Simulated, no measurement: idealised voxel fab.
Process module in this document: voxel spacer lines
Xsec cut, 145 nm wide, square cell size 5 nm.
Bands, listed from the top down, are how a cross-section gets written in this document; the cross-section itself is a grid of square cells, and a band is one or more rows of them.
Heights first: top, then bottom, in nm. Then materials, left to right, each with a width in nm. "full width" on a single material: fills the band edge to edge. "air": empty space.
Heights from 0 (as-received wafer is one material below). Bottom band endless downward, as "0 nm and below".
Read "30 to 40" as a graded width: first number on top, second number at the bottom, same change between each pair of neighbouring rows.
Any step labelled "left unchanged" changed none of the cells in the cross-section.
Basically, "Closed cavity list" tells you about the enclosed voids: empty spaces with no open way to the top, 8 cells or bigger, each written width x height at distance, where distance is from the left edge, all in nm.
Step line, after settings: the simulator's comment on this step.
"overlay nm" answers the question of how far to the right of plan the mask lay on a step that has a mask, and when it is negative the answer is to the left.

-- Process steps foreseen in the plan
1. RECEIVE | material Si
2. CONFORMAL_DEP | material Al2O3 | thk nm 5
3. DIRECTIONAL_DEP | material TiN | thk nm 20
4. DIRECTIONAL_DEP | material polySi | thk nm 30
5. PATTERN | tone cover | mask id MANDREL | material resist | width nm 15 | pitch nm 50 | thk nm 35 | overlay nm 0
6. DIRECTIONAL_ETCH | etch materials polySi | depth nm 30
7. STRIP | etch materials resist
8. CONFORMAL_DEP | material SiO2 | thk nm 10
9. DIRECTIONAL_ETCH | etch materials SiO2 | depth nm 10
10. STRIP | etch materials polySi
11. DIRECTIONAL_ETCH | etch materials TiN | depth nm 20
12. STRIP | etch materials SiO2
13. FILL_DEP | material lowk | thk nm 5
14. CMP | height nm 25

-- Incoming wafer in cross-section (state: after step 1)
  0 nm and below: Si full width
  Closed cavity list: none

-- Here's the wafer cut in cross-section after the module, started and planned just like above, except one thing was done wrong in the run
  25 nm to 20 nm: lowk full width
  20 nm to 0 nm: lowk=5  TiN=10  lowk=15  TiN=10  lowk=15  TiN=10  lowk=15  TiN=10  lowk=15  TiN=10  lowk=15  TiN=10  lowk=5
  0 nm and below: Si full width
  Closed cavity list: none
Error vs. plan: step 2 of the plan was bypassed and not carried out
